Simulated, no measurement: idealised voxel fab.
This section sets out a process module, namely voxel lift off.
The cross-section on display is named cut; it measures 200 nm wide, and its cells are 5 nm squares.
Cross-section layout: square cells on a grid; listed as bands, top to bottom; a band spans one or more cell rows. This entry defines a band. It first specifies the height of the band's top and the height of its bottom in nm, and then specifies the band's materials from left to right, stating each material with its width in nm. The word "throughout" identifies a single material that fills the band from edge to edge, while the word "empty" identifies empty space. Measure heights from 0. That's the level where, below it, the as-received wafer is all one material. The lowest band is bottomless and extends downward; write it as in "top 0, no bottom". The width entry "30->40" should be interpreted row by row: the top row of cells in the band takes the first number, the bottom row takes the second number, and the change between adjacent rows is uniform throughout. "remained the same" for a step: no cell of the cross-section changed in that step. "Fully closed voids": empty spaces of 8 cells or more with no open way to the top, each given as width x height at distance, distance from the left edge, all in nm. On a step's line, text after the settings is the simulator commenting on that step. Among the settings permitted on a step's line is "overlay nm"; applied to a step with a mask, it specifies the extent to which the mask lay to the right of its planned position, whereas a negative figure signifies a position to the left.
**Listed below are the process steps as planned**
step 1: RECEIVE with material Si
step 2: CONFORMAL_DEP with material Al2O3, thk nm 5
step 3: PATTERN with tone open, mask id LINES, material resist, width nm 20, pitch nm 45, thk nm 15, overlay nm 0
step 4: DIRECTIONAL_DEP with material Ru, thk nm 5
step 5: STRIP with etch materials resist
step 6: CONFORMAL_DEP with material SiO2, thk nm 5
**first wafer, as planned**
**Cross-section of the wafer upon arrival, representing the state reached after step 1**
* top 0, no bottom | Si throughout
* Fully closed voids: none
**Sectional view: wafer, after step 2**
* top 5, bottom 0 | Al2O3 throughout
* Anything lower than 0 is untouched.
**Sectional view: wafer, after step 3**
* top 20, bottom 5 | resist 45; empty 20; resist 25; empty 20; resist 25; empty 20; resist 45
* Anything lower than 5 is untouched.
**Sectional view: wafer, after step 4**
* top 25, bottom 20 | Ru 45; empty 20; Ru 25; empty 20; Ru 25; empty 20; Ru 45
* top 20, bottom 10 | resist 45; empty 20; resist 25; empty 20; resist 25; empty 20; resist 45
* top 10, bottom 5 | resist 45; Ru 20; resist 25; Ru 20; resist 25; Ru 20; resist 45
* Anything lower than 5 is untouched.
**Sectional view: wafer, after step 5**
* top 10, bottom 5 | empty 45; Ru 20; empty 25; Ru 20; empty 25; Ru 20; empty 45
* Anything lower than 5 is untouched.
**Sectional view: wafer, after step 6**
* top 15, bottom 10 | empty 40; SiO2 30; empty 15; SiO2 30; empty 15; SiO2 30; empty 40
* top 10, bottom 5 | SiO2 45; Ru 20; SiO2 25; Ru 20; SiO2 25; Ru 20; SiO2 45
* Anything lower than 5 is untouched.
**Second wafer, same starting state and plan as the first, one mistake in the run, identical through step 2**
**Cross-section: second wafer, time at which step 3 was scheduled to end**
* top 20, bottom 5 | resist 35; empty 20; resist 25; empty 20; resist 25; empty 20; resist 55
* Anything lower than 5 is untouched.
**Cross-section: second wafer, time at which step 4 was scheduled to end**
* top 25, bottom 20 | Ru 35; empty 20; Ru 25; empty 20; Ru 25; empty 20; Ru 55
* top 20, bottom 10 | resist 35; empty 20; resist 25; empty 20; resist 25; empty 20; resist 55
* top 10, bottom 5 | resist 35; Ru 20; resist 25; Ru 20; resist 25; Ru 20; resist 55
* Anything lower than 5 is untouched.
**Cross-section: second wafer, time at which step 5 was scheduled to end**
* top 10, bottom 5 | empty 35; Ru 20; empty 25; Ru 20; empty 25; Ru 20; empty 55
* Anything lower than 5 is untouched.
**Cross-section: second wafer, time at which step 6 was scheduled to end**
* top 15, bottom 10 | empty 30; SiO2 30; empty 15; SiO2 30; empty 15; SiO2 30; empty 50
* top 10, bottom 5 | SiO2 35; Ru 20; SiO2 25; Ru 20; SiO2 25; Ru 20; SiO2 55
* Anything lower than 5 is untouched.
What broke from the plan during processing? for step 3, the planned setting was not used; the step was instead run as PATTERN with tone open, mask id LINES, material resist, width nm 20, pitch nm 45, thk nm 15, overlay nm -10
The two final wafers agree on how many cells each material fills and disagree on which cells those are.
